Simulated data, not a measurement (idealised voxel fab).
process module | voxel transistor to metal
cross-section cut | 285 nm wide | cells 5 nm
A cross-section is a grid of square cells, given in bands from the top down. A band is one or more rows of cells.
Each band's line starts with the height of the band's top and of its bottom, in nm. Then come its materials from left to right, each with its width in nm. One material with "throughout" fills the band from edge to edge. "air" is empty space.
Height 0 is the level under which the wafer as received is all one material. The lowest band goes on downwards, as in "0 down".
A width such as "30 to 40" changes by the same amount from each row of cells to the next, from the band's top row to its bottom row.
"no change" after a step means that no cell of the cross-section changed.
closed voids: empty space of 8 cells or more with no open way to the top, each as width x height at its distance from the left edge, in nm
after a step's settings: what the simulator itself notes on the step
overlay nm, on a step with a mask: how far to the right of its planned place the mask lay; to the left if negative
plan
1 op RECEIVE | material Si
2 op OXIDIZE | depth nm 5
3 op CONFORMAL_DEP | material SiN | thk nm 10
4 op DIRECTIONAL_DEP | material aC | thk nm 10
5 op PATTERN | tone cover | mask id ACTIVE | material resist | width nm 95 | pitch nm 115 | thk nm 30 | overlay nm 0
6 op DIRECTIONAL_ETCH | etch materials aC | depth nm 10
7 op STRIP | etch materials resist
8 op DIRECTIONAL_ETCH | etch materials SiN | depth nm 10
9 op DIRECTIONAL_ETCH | etch materials SiO2 | depth nm 5
10 op DIRECTIONAL_ETCH | etch materials Si | depth nm 30
11 op STRIP | etch materials aC
12 op FILL_DEP | material SiO2 | thk nm 10
13 op CMP | height nm 10
14 op SELECTIVE_ETCH | etch materials SiO2 | depth nm 10
15 op STRIP | etch materials SiN
16 op SELECTIVE_ETCH | etch materials SiO2 | depth nm 5
17 op OXIDIZE | depth nm 5
18 op DIRECTIONAL_DEP | material polySi | thk nm 25
19 op DIRECTIONAL_DEP | material SiCN | thk nm 10
20 op DIRECTIONAL_DEP | material aC | thk nm 15
21 op PATTERN | tone cover | mask id GATE | material resist | width nm 15 | pitch nm 115 | thk nm 30 | overlay nm 0
22 op DIRECTIONAL_ETCH | etch materials aC | depth nm 15
23 op STRIP | etch materials resist
24 op DIRECTIONAL_ETCH | etch materials SiCN | depth nm 20
25 op DIRECTIONAL_ETCH | etch materials polySi | depth nm 35
26 op STRIP | etch materials aC
27 op CONFORMAL_DEP | material SiO2 | thk nm 5
28 op DIRECTIONAL_ETCH | etch materials SiO2 | depth nm 5
29 op CONFORMAL_DEP | material SiN | thk nm 10
30 op DIRECTIONAL_ETCH | etch materials SiN | depth nm 10
31 op DIRECTIONAL_ETCH | etch materials SiO2 | depth nm 5
32 op EPI | material nSi | thk nm 5
33 op FILL_DEP | material SiO2 | thk nm 10
34 op CMP | height nm 30
35 op DIRECTIONAL_DEP | material SiO2 | thk nm 10
36 op DIRECTIONAL_DEP | material aC | thk nm 10
37 op PATTERN | tone open | mask id CONTACT | material resist | width nm 25 | thk nm 25 | overlay nm 0
38 op DIRECTIONAL_ETCH | etch materials aC | depth nm 10
39 op STRIP | etch materials resist
40 op DIRECTIONAL_ETCH | etch materials SiO2 | depth nm 45
41 op STRIP | etch materials aC
42 op CONFORMAL_DEP | material TiN | thk nm 5
43 op FILL_DEP | material W | thk nm 10
44 op CMP | height nm 40
45 op CONFORMAL_DEP | material SiN | thk nm 5
46 op DIRECTIONAL_DEP | material lowk | thk nm 25
47 op PATTERN | tone open | mask id METAL_1 | material resist | width nm 15 | thk nm 20 | overlay nm 0
48 op DIRECTIONAL_ETCH | etch materials lowk | depth nm 25
49 op DIRECTIONAL_ETCH | etch materials SiN | depth nm 5
50 op STRIP | etch materials resist
51 op CONFORMAL_DEP | material TiN | thk nm 5
52 op FILL_DEP | material Cu | thk nm 10
53 op CMP | height nm 70
54 op CONFORMAL_DEP | material SiN | thk nm 5
first wafer, as planned
as received, after step 1
  0 down: Si throughout
  closed voids: none
after step 2
  0 to -5: SiO2 throughout
  below -5: unchanged
after step 3
  10 to 0: SiN throughout
  below 0: unchanged
after step 4
  20 to 10: aC throughout
  below 10: unchanged
after step 5
  50 to 20: air 35 | resist 95 | air 20 | resist 95 | air 40
  below 20: unchanged
after step 6
  40 to 20: air 35 | resist 95 | air 20 | resist 95 | air 40
  20 to 10: air 35 | aC 95 | air 20 | aC 95 | air 40
  below 10: unchanged
after step 7
  20 to 10: air 35 | aC 95 | air 20 | aC 95 | air 40
  below 10: unchanged
after step 8
  20 to 10: air 35 | aC 95 | air 20 | aC 95 | air 40
  10 to 0: air 35 | SiN 95 | air 20 | SiN 95 | air 40
  below 0: unchanged
after step 9
  20 to 10: air 35 | aC 95 | air 20 | aC 95 | air 40
  10 to 0: air 35 | SiN 95 | air 20 | SiN 95 | air 40
  0 to -5: air 35 | SiO2 95 | air 20 | SiO2 95 | air 40
  below -5: unchanged
after step 10
  20 to 10: air 35 | aC 95 | air 20 | aC 95 | air 40
  10 to 0: air 35 | SiN 95 | air 20 | SiN 95 | air 40
  0 to -5: air 35 | SiO2 95 | air 20 | SiO2 95 | air 40
  -5 to -35: air 35 | Si 95 | air 20 | Si 95 | air 40
  below -35: unchanged
after step 11
  10 to 0: air 35 | SiN 95 | air 20 | SiN 95 | air 40
  below 0: unchanged
after step 12
  20 to 10: SiO2 throughout
  10 to 0: SiO2 35 | SiN 95 | SiO2 20 | SiN 95 | SiO2 40
  0 to -5: SiO2 throughout
  -5 to -35: SiO2 35 | Si 95 | SiO2 20 | Si 95 | SiO2 40
  below -35: unchanged
after step 13
  10 to 0: SiO2 35 | SiN 95 | SiO2 20 | SiN 95 | SiO2 40
  below 0: unchanged
after step 14
  10 to 0: air 35 | SiN 95 | air 20 | SiN 95 | air 40
  below 0: unchanged
after step 15
  0 to -5: SiO2 throughout
  below -5: unchanged
after step 16
  -5 to -35: SiO2 35 | Si 95 | SiO2 20 | Si 95 | SiO2 40
  below -35: unchanged
after step 17
  -5 to -10: SiO2 throughout
  below -10: unchanged
after step 18
  20 to -5: polySi throughout
  below -5: unchanged
after step 19
  30 to 20: SiCN throughout
  below 20: unchanged
after step 20
  45 to 30: aC throughout
  below 30: unchanged
after step 21
  75 to 45: air 75 | resist 15 | air 100 | resist 15 | air 80
  below 45: unchanged
after step 22
  60 to 45: air 75 | resist 15 | air 100 | resist 15 | air 80
  45 to 30: air 75 | aC 15 | air 100 | aC 15 | air 80
  below 30: unchanged
after step 23
  45 to 30: air 75 | aC 15 | air 100 | aC 15 | air 80
  below 30: unchanged
after step 24
  45 to 30: air 75 | aC 15 | air 100 | aC 15 | air 80
  30 to 20: air 75 | SiCN 15 | air 100 | SiCN 15 | air 80
  below 20: unchanged
after step 25
  45 to 30: air 75 | aC 15 | air 100 | aC 15 | air 80
  30 to 20: air 75 | SiCN 15 | air 100 | SiCN 15 | air 80
  20 to -5: air 75 | polySi 15 | air 100 | polySi 15 | air 80
  below -5: unchanged
after step 26
  30 to 20: air 75 | SiCN 15 | air 100 | SiCN 15 | air 80
  below 20: unchanged
after step 27
  35 to 30: air 70 | SiO2 25 | air 90 | SiO2 25 | air 75
  30 to 20: air 70 | SiO2 5 | SiCN 15 | SiO2 5 | air 90 | SiO2 5 | SiCN 15 | SiO2 5 | air 75
  20 to 0: air 70 | SiO2 5 | polySi 15 | SiO2 5 | air 90 | SiO2 5 | polySi 15 | SiO2 5 | air 75
  0 to -5: SiO2 75 | polySi 15 | SiO2 100 | polySi 15 | SiO2 80
  below -5: unchanged
after step 28
  30 to 20: air 70 | SiO2 5 | SiCN 15 | SiO2 5 | air 90 | SiO2 5 | SiCN 15 | SiO2 5 | air 75
  20 to -5: air 70 | SiO2 5 | polySi 15 | SiO2 5 | air 90 | SiO2 5 | polySi 15 | SiO2 5 | air 75
  below -5: unchanged
after step 29
  40 to 30: air 60 | SiN 45 | air 70 | SiN 45 | air 65
  30 to 20: air 60 | SiN 10 | SiO2 5 | SiCN 15 | SiO2 5 | SiN 10 | air 70 | SiN 10 | SiO2 5 | SiCN 15 | SiO2 5 | SiN 10 | air 65
  20 to 5: air 60 | SiN 10 | SiO2 5 | polySi 15 | SiO2 5 | SiN 10 | air 70 | SiN 10 | SiO2 5 | polySi 15 | SiO2 5 | SiN 10 | air 65
  5 to -5: SiN 70 | SiO2 5 | polySi 15 | SiO2 5 | SiN 90 | SiO2 5 | polySi 15 | SiO2 5 | SiN 75
  below -5: unchanged
after step 30
  30 to 20: air 60 | SiN 10 | SiO2 5 | SiCN 15 | SiO2 5 | SiN 10 | air 70 | SiN 10 | SiO2 5 | SiCN 15 | SiO2 5 | SiN 10 | air 65
  20 to -5: air 60 | SiN 10 | SiO2 5 | polySi 15 | SiO2 5 | SiN 10 | air 70 | SiN 10 | SiO2 5 | polySi 15 | SiO2 5 | SiN 10 | air 65
  below -5: unchanged
after step 31
  30 to 25: air 60 | SiN 10 | air 5 | SiCN 15 | air 5 | SiN 10 | air 70 | SiN 10 | air 5 | SiCN 15 | air 5 | SiN 10 | air 65
  25 to 20: air 60 | SiN 10 | SiO2 5 | SiCN 15 | SiO2 5 | SiN 10 | air 70 | SiN 10 | SiO2 5 | SiCN 15 | SiO2 5 | SiN 10 | air 65
  20 to -5: air 60 | SiN 10 | SiO2 5 | polySi 15 | SiO2 5 | SiN 10 | air 70 | SiN 10 | SiO2 5 | polySi 15 | SiO2 5 | SiN 10 | air 65
  -5 to -10: air 60 | SiO2 45 | air 70 | SiO2 45 | air 65
  below -10: unchanged
after step 32
  30 to 25: air 60 | SiN 10 | air 5 | SiCN 15 | air 5 | SiN 10 | air 70 | SiN 10 | air 5 | SiCN 15 | air 5 | SiN 10 | air 65
  25 to 20: air 60 | SiN 10 | SiO2 5 | SiCN 15 | SiO2 5 | SiN 10 | air 70 | SiN 10 | SiO2 5 | SiCN 15 | SiO2 5 | SiN 10 | air 65
  20 to -5: air 60 | SiN 10 | SiO2 5 | polySi 15 | SiO2 5 | SiN 10 | air 70 | SiN 10 | SiO2 5 | polySi 15 | SiO2 5 | SiN 10 | air 65
  -5 to -10: air 30 | nSi 30 | SiO2 45 | nSi 30 | air 10 | nSi 30 | SiO2 45 | nSi 30 | air 35
  below -10: unchanged
after step 33
  40 to 30: SiO2 throughout
  30 to 20: SiO2 60 | SiN 10 | SiO2 5 | SiCN 15 | SiO2 5 | SiN 10 | SiO2 70 | SiN 10 | SiO2 5 | SiCN 15 | SiO2 5 | SiN 10 | SiO2 65
  20 to -5: SiO2 60 | SiN 10 | SiO2 5 | polySi 15 | SiO2 5 | SiN 10 | SiO2 70 | SiN 10 | SiO2 5 | polySi 15 | SiO2 5 | SiN 10 | SiO2 65
  -5 to -10: SiO2 30 | nSi 30 | SiO2 45 | nSi 30 | SiO2 10 | nSi 30 | SiO2 45 | nSi 30 | SiO2 35
  below -10: unchanged
after step 34
  30 to 20: SiO2 60 | SiN 10 | SiO2 5 | SiCN 15 | SiO2 5 | SiN 10 | SiO2 70 | SiN 10 | SiO2 5 | SiCN 15 | SiO2 5 | SiN 10 | SiO2 65
  below 20: unchanged
after step 35
  40 to 30: SiO2 throughout
  below 30: unchanged
after step 36
  50 to 40: aC throughout
  below 40: unchanged
after step 37
  75 to 50: resist 45 | air 25 | resist 25 | air 25 | resist 40 | air 25 | resist 25 | air 25 | resist 50
  below 50: unchanged
after step 38
  65 to 50: resist 45 | air 25 | resist 25 | air 25 | resist 40 | air 25 | resist 25 | air 25 | resist 50
  50 to 40: aC 45 | air 25 | aC 25 | air 25 | aC 40 | air 25 | aC 25 | air 25 | aC 50
  below 40: unchanged
after step 39
  50 to 40: aC 45 | air 25 | aC 25 | air 25 | aC 40 | air 25 | aC 25 | air 25 | aC 50
  below 40: unchanged
after step 40
  50 to 40: aC 45 | air 25 | aC 25 | air 25 | aC 40 | air 25 | aC 25 | air 25 | aC 50
  40 to 30: SiO2 45 | air 25 | SiO2 25 | air 25 | SiO2 40 | air 25 | SiO2 25 | air 25 | SiO2 50
  30 to 20: SiO2 45 | air 15 | SiN 10 | SiO2 5 | SiCN 15 | SiO2 5 | SiN 10 | air 15 | SiO2 40 | air 15 | SiN 10 | SiO2 5 | SiCN 15 | SiO2 5 | SiN 10 | air 15 | SiO2 50
  20 to -5: SiO2 45 | air 15 | SiN 10 | SiO2 5 | polySi 15 | SiO2 5 | SiN 10 | air 15 | SiO2 40 | air 15 | SiN 10 | SiO2 5 | polySi 15 | SiO2 5 | SiN 10 | air 15 | SiO2 50
  below -5: unchanged
after step 41
  40 to 30: SiO2 45 | air 25 | SiO2 25 | air 25 | SiO2 40 | air 25 | SiO2 25 | air 25 | SiO2 50
  below 30: unchanged
after step 42
  45 to 40: TiN 50 | air 15 | TiN 35 | air 15 | TiN 50 | air 15 | TiN 35 | air 15 | TiN 55
  40 to 30: SiO2 45 | TiN 5 | air 15 to 5 | TiN 5 to 15 | SiO2 25 | TiN 5 to 15 | air 15 to 5 | TiN 5 | SiO2 40 | TiN 5 | air 15 to 5 | TiN 5 to 15 | SiO2 25 | TiN 5 to 15 | air 15 to 5 | TiN 5 | SiO2 50
  30 to 20: SiO2 45 | TiN 5 | air 5 | TiN 5 | SiN 10 | SiO2 5 | SiCN 15 | SiO2 5 | SiN 10 | TiN 5 | air 5 | TiN 5 | SiO2 40 | TiN 5 | air 5 | TiN 5 | SiN 10 | SiO2 5 | SiCN 15 | SiO2 5 | SiN 10 | TiN 5 | air 5 | TiN 5 | SiO2 50
  20 to 0: SiO2 45 | TiN 5 | air 5 | TiN 5 | SiN 10 | SiO2 5 | polySi 15 | SiO2 5 | SiN 10 | TiN 5 | air 5 | TiN 5 | SiO2 40 | TiN 5 | air 5 | TiN 5 | SiN 10 | SiO2 5 | polySi 15 | SiO2 5 | SiN 10 | TiN 5 | air 5 | TiN 5 | SiO2 50
  0 to -5: SiO2 45 | TiN 15 | SiN 10 | SiO2 5 | polySi 15 | SiO2 5 | SiN 10 | TiN 15 | SiO2 40 | TiN 15 | SiN 10 | SiO2 5 | polySi 15 | SiO2 5 | SiN 10 | TiN 15 | SiO2 50
  below -5: unchanged
after step 43
  55 to 45: W throughout
  45 to 40: TiN 50 | W 15 | TiN 35 | W 15 | TiN 50 | W 15 | TiN 35 | W 15 | TiN 55
  40 to 30: SiO2 45 | TiN 5 | W 15 to 5 | TiN 5 to 15 | SiO2 25 | TiN 5 to 15 | W 15 to 5 | TiN 5 | SiO2 40 | TiN 5 | W 15 to 5 | TiN 5 to 15 | SiO2 25 | TiN 5 to 15 | W 15 to 5 | TiN 5 | SiO2 50
  30 to 20: SiO2 45 | TiN 5 | W 5 | TiN 5 | SiN 10 | SiO2 5 | SiCN 15 | SiO2 5 | SiN 10 | TiN 5 | W 5 | TiN 5 | SiO2 40 | TiN 5 | W 5 | TiN 5 | SiN 10 | SiO2 5 | SiCN 15 | SiO2 5 | SiN 10 | TiN 5 | W 5 | TiN 5 | SiO2 50
  20 to 0: SiO2 45 | TiN 5 | W 5 | TiN 5 | SiN 10 | SiO2 5 | polySi 15 | SiO2 5 | SiN 10 | TiN 5 | W 5 | TiN 5 | SiO2 40 | TiN 5 | W 5 | TiN 5 | SiN 10 | SiO2 5 | polySi 15 | SiO2 5 | SiN 10 | TiN 5 | W 5 | TiN 5 | SiO2 50
  below 0: unchanged
after step 44
  40 to 30: SiO2 45 | TiN 5 | W 15 to 5 | TiN 5 to 15 | SiO2 25 | TiN 5 to 15 | W 15 to 5 | TiN 5 | SiO2 40 | TiN 5 | W 15 to 5 | TiN 5 to 15 | SiO2 25 | TiN 5 to 15 | W 15 to 5 | TiN 5 | SiO2 50
  below 30: unchanged
after step 45
  45 to 40: SiN throughout
  below 40: unchanged
after step 46
  70 to 45: lowk throughout
  below 45: unchanged
after step 47
  90 to 70: resist 45 | air 15 | resist 45 | air 15 | resist 40 | air 15 | resist 45 | air 15 | resist 50
  below 70: unchanged
after step 48
  90 to 70: resist 45 | air 15 | resist 45 | air 15 | resist 40 | air 15 | resist 45 | air 15 | resist 50
  70 to 45: lowk 45 | air 15 | lowk 45 | air 15 | lowk 40 | air 15 | lowk 45 | air 15 | lowk 50
  below 45: unchanged
after step 49
  90 to 70: resist 45 | air 15 | resist 45 | air 15 | resist 40 | air 15 | resist 45 | air 15 | resist 50
  70 to 45: lowk 45 | air 15 | lowk 45 | air 15 | lowk 40 | air 15 | lowk 45 | air 15 | lowk 50
  45 to 40: SiN 45 | air 15 | SiN 45 | air 15 | SiN 40 | air 15 | SiN 45 | air 15 | SiN 50
  below 40: unchanged
after step 50
  70 to 45: lowk 45 | air 15 | lowk 45 | air 15 | lowk 40 | air 15 | lowk 45 | air 15 | lowk 50
  below 45: unchanged
after step 51
  75 to 70: TiN 50 | air 5 | TiN 55 | air 5 | TiN 50 | air 5 | TiN 55 | air 5 | TiN 55
  70 to 45: lowk 45 | TiN 5 | air 5 | TiN 5 | lowk 45 | TiN 5 | air 5 | TiN 5 | lowk 40 | TiN 5 | air 5 | TiN 5 | lowk 45 | TiN 5 | air 5 | TiN 5 | lowk 50
  45 to 40: SiN 45 | TiN 15 | SiN 45 | TiN 15 | SiN 40 | TiN 15 | SiN 45 | TiN 15 | SiN 50
  below 40: unchanged
after step 52
  85 to 75: Cu throughout
  75 to 70: TiN 50 | Cu 5 | TiN 55 | Cu 5 | TiN 50 | Cu 5 | TiN 55 | Cu 5 | TiN 55
  70 to 45: lowk 45 | TiN 5 | Cu 5 | TiN 5 | lowk 45 | TiN 5 | Cu 5 | TiN 5 | lowk 40 | TiN 5 | Cu 5 | TiN 5 | lowk 45 | TiN 5 | Cu 5 | TiN 5 | lowk 50
  below 45: unchanged
after step 53
  70 to 45: lowk 45 | TiN 5 | Cu 5 | TiN 5 | lowk 45 | TiN 5 | Cu 5 | TiN 5 | lowk 40 | TiN 5 | Cu 5 | TiN 5 | lowk 45 | TiN 5 | Cu 5 | TiN 5 | lowk 50
  below 45: unchanged
after step 54
  75 to 70: SiN throughout
  below 70: unchanged
second wafer: like start, like plan, one mistake. Through step 28 it matches the first wafer
when step 29 should have ended: no change
when step 30 should have ended: no change
when step 31 should have ended
  30 to 25: air 75 | SiCN 15 | air 100 | SiCN 15 | air 80
  25 to 20: air 70 | SiO2 5 | SiCN 15 | SiO2 5 | air 90 | SiO2 5 | SiCN 15 | SiO2 5 | air 75
  20 to -5: air 70 | SiO2 5 | polySi 15 | SiO2 5 | air 90 | SiO2 5 | polySi 15 | SiO2 5 | air 75
  -5 to -10: air 70 | SiO2 25 | air 90 | SiO2 25 | air 75
  below -10: unchanged
when step 32 should have ended
  30 to 25: air 75 | SiCN 15 | air 100 | SiCN 15 | air 80
  25 to 20: air 70 | SiO2 5 | SiCN 15 | SiO2 5 | air 90 | SiO2 5 | SiCN 15 | SiO2 5 | air 75
  20 to -5: air 70 | SiO2 5 | polySi 15 | SiO2 5 | air 90 | SiO2 5 | polySi 15 | SiO2 5 | air 75
  -5 to -10: air 30 | nSi 40 | SiO2 25 | nSi 40 | air 10 | nSi 40 | SiO2 25 | nSi 40 | air 35
  below -10: unchanged
when step 33 should have ended
  40 to 30: SiO2 throughout
  30 to 20: SiO2 75 | SiCN 15 | SiO2 100 | SiCN 15 | SiO2 80
  20 to -5: SiO2 75 | polySi 15 | SiO2 100 | polySi 15 | SiO2 80
  -5 to -10: SiO2 30 | nSi 40 | SiO2 25 | nSi 40 | SiO2 10 | nSi 40 | SiO2 25 | nSi 40 | SiO2 35
  below -10: unchanged
when step 34 should have ended
  30 to 20: SiO2 75 | SiCN 15 | SiO2 100 | SiCN 15 | SiO2 80
  below 20: unchanged
when step 35 should have ended
  40 to 30: SiO2 throughout
  below 30: unchanged
when step 36 should have ended
  50 to 40: aC throughout
  below 40: unchanged
when step 37 should have ended
  75 to 50: resist 45 | air 25 | resist 25 | air 25 | resist 40 | air 25 | resist 25 | air 25 | resist 50
  below 50: unchanged
when step 38 should have ended
  65 to 50: resist 45 | air 25 | resist 25 | air 25 | resist 40 | air 25 | resist 25 | air 25 | resist 50
  50 to 40: aC 45 | air 25 | aC 25 | air 25 | aC 40 | air 25 | aC 25 | air 25 | aC 50
  below 40: unchanged
when step 39 should have ended
  50 to 40: aC 45 | air 25 | aC 25 | air 25 | aC 40 | air 25 | aC 25 | air 25 | aC 50
  below 40: unchanged
when step 40 should have ended
  50 to 40: aC 45 | air 25 | aC 25 | air 25 | aC 40 | air 25 | aC 25 | air 25 | aC 50
  40 to 30: SiO2 45 | air 25 | SiO2 25 | air 25 | SiO2 40 | air 25 | SiO2 25 | air 25 | SiO2 50
  30 to 20: SiO2 45 | air 25 | SiO2 5 | SiCN 15 | SiO2 5 | air 25 | SiO2 40 | air 25 | SiO2 5 | SiCN 15 | SiO2 5 | air 25 | SiO2 50
  20 to -5: SiO2 45 | air 25 | SiO2 5 | polySi 15 | SiO2 5 | air 25 | SiO2 40 | air 25 | SiO2 5 | polySi 15 | SiO2 5 | air 25 | SiO2 50
  below -5: unchanged
when step 41 should have ended
  40 to 30: SiO2 45 | air 25 | SiO2 25 | air 25 | SiO2 40 | air 25 | SiO2 25 | air 25 | SiO2 50
  below 30: unchanged
when step 42 should have ended
  45 to 40: TiN 50 | air 15 | TiN 35 | air 15 | TiN 50 | air 15 | TiN 35 | air 15 | TiN 55
  40 to 30: SiO2 45 | TiN 5 | air 15 | TiN 5 | SiO2 25 | TiN 5 | air 15 | TiN 5 | SiO2 40 | TiN 5 | air 15 | TiN 5 | SiO2 25 | TiN 5 | air 15 | TiN 5 | SiO2 50
  30 to 20: SiO2 45 | TiN 5 | air 15 | TiN 5 | SiO2 5 | SiCN 15 | SiO2 5 | TiN 5 | air 15 | TiN 5 | SiO2 40 | TiN 5 | air 15 | TiN 5 | SiO2 5 | SiCN 15 | SiO2 5 | TiN 5 | air 15 | TiN 5 | SiO2 50
  20 to 0: SiO2 45 | TiN 5 | air 15 | TiN 5 | SiO2 5 | polySi 15 | SiO2 5 | TiN 5 | air 15 | TiN 5 | SiO2 40 | TiN 5 | air 15 | TiN 5 | SiO2 5 | polySi 15 | SiO2 5 | TiN 5 | air 15 | TiN 5 | SiO2 50
  0 to -5: SiO2 45 | TiN 25 | SiO2 5 | polySi 15 | SiO2 5 | TiN 25 | SiO2 40 | TiN 25 | SiO2 5 | polySi 15 | SiO2 5 | TiN 25 | SiO2 50
  below -5: unchanged
when step 43 should have ended
  55 to 45: W throughout
  45 to 40: TiN 50 | W 15 | TiN 35 | W 15 | TiN 50 | W 15 | TiN 35 | W 15 | TiN 55
  40 to 30: SiO2 45 | TiN 5 | W 15 | TiN 5 | SiO2 25 | TiN 5 | W 15 | TiN 5 | SiO2 40 | TiN 5 | W 15 | TiN 5 | SiO2 25 | TiN 5 | W 15 | TiN 5 | SiO2 50
  30 to 20: SiO2 45 | TiN 5 | W 15 | TiN 5 | SiO2 5 | SiCN 15 | SiO2 5 | TiN 5 | W 15 | TiN 5 | SiO2 40 | TiN 5 | W 15 | TiN 5 | SiO2 5 | SiCN 15 | SiO2 5 | TiN 5 | W 15 | TiN 5 | SiO2 50
  20 to 0: SiO2 45 | TiN 5 | W 15 | TiN 5 | SiO2 5 | polySi 15 | SiO2 5 | TiN 5 | W 15 | TiN 5 | SiO2 40 | TiN 5 | W 15 | TiN 5 | SiO2 5 | polySi 15 | SiO2 5 | TiN 5 | W 15 | TiN 5 | SiO2 50
  below 0: unchanged
when step 44 should have ended
  40 to 30: SiO2 45 | TiN 5 | W 15 | TiN 5 | SiO2 25 | TiN 5 | W 15 | TiN 5 | SiO2 40 | TiN 5 | W 15 | TiN 5 | SiO2 25 | TiN 5 | W 15 | TiN 5 | SiO2 50
  below 30: unchanged
when step 45 should have ended
  45 to 40: SiN throughout
  below 40: unchanged
when step 46 should have ended
  70 to 45: lowk throughout
  below 45: unchanged
when step 47 should have ended
  90 to 70: resist 45 | air 15 | resist 45 | air 15 | resist 40 | air 15 | resist 45 | air 15 | resist 50
  below 70: unchanged
when step 48 should have ended
  90 to 70: resist 45 | air 15 | resist 45 | air 15 | resist 40 | air 15 | resist 45 | air 15 | resist 50
  70 to 45: lowk 45 | air 15 | lowk 45 | air 15 | lowk 40 | air 15 | lowk 45 | air 15 | lowk 50
  below 45: unchanged
when step 49 should have ended
  90 to 70: resist 45 | air 15 | resist 45 | air 15 | resist 40 | air 15 | resist 45 | air 15 | resist 50
  70 to 45: lowk 45 | air 15 | lowk 45 | air 15 | lowk 40 | air 15 | lowk 45 | air 15 | lowk 50
  45 to 40: SiN 45 | air 15 | SiN 45 | air 15 | SiN 40 | air 15 | SiN 45 | air 15 | SiN 50
  below 40: unchanged
when step 50 should have ended
  70 to 45: lowk 45 | air 15 | lowk 45 | air 15 | lowk 40 | air 15 | lowk 45 | air 15 | lowk 50
  below 45: unchanged
when step 51 should have ended
  75 to 70: TiN 50 | air 5 | TiN 55 | air 5 | TiN 50 | air 5 | TiN 55 | air 5 | TiN 55
  70 to 45: lowk 45 | TiN 5 | air 5 | TiN 5 | lowk 45 | TiN 5 | air 5 | TiN 5 | lowk 40 | TiN 5 | air 5 | TiN 5 | lowk 45 | TiN 5 | air 5 | TiN 5 | lowk 50
  45 to 40: SiN 45 | TiN 15 | SiN 45 | TiN 15 | SiN 40 | TiN 15 | SiN 45 | TiN 15 | SiN 50
  below 40: unchanged
when step 52 should have ended
  85 to 75: Cu throughout
  75 to 70: TiN 50 | Cu 5 | TiN 55 | Cu 5 | TiN 50 | Cu 5 | TiN 55 | Cu 5 | TiN 55
  70 to 45: lowk 45 | TiN 5 | Cu 5 | TiN 5 | lowk 45 | TiN 5 | Cu 5 | TiN 5 | lowk 40 | TiN 5 | Cu 5 | TiN 5 | lowk 45 | TiN 5 | Cu 5 | TiN 5 | lowk 50
  below 45: unchanged
when step 53 should have ended
  70 to 45: lowk 45 | TiN 5 | Cu 5 | TiN 5 | lowk 45 | TiN 5 | Cu 5 | TiN 5 | lowk 40 | TiN 5 | Cu 5 | TiN 5 | lowk 45 | TiN 5 | Cu 5 | TiN 5 | lowk 50
  below 45: unchanged
when step 54 should have ended
  75 to 70: SiN throughout
  below 70: unchanged
what went wrong: step 29 was left out
at the end the second wafer has, in cells: 56 fewer of SiN | 8 fewer of SiO2 | 56 more of W | 8 more of nSi
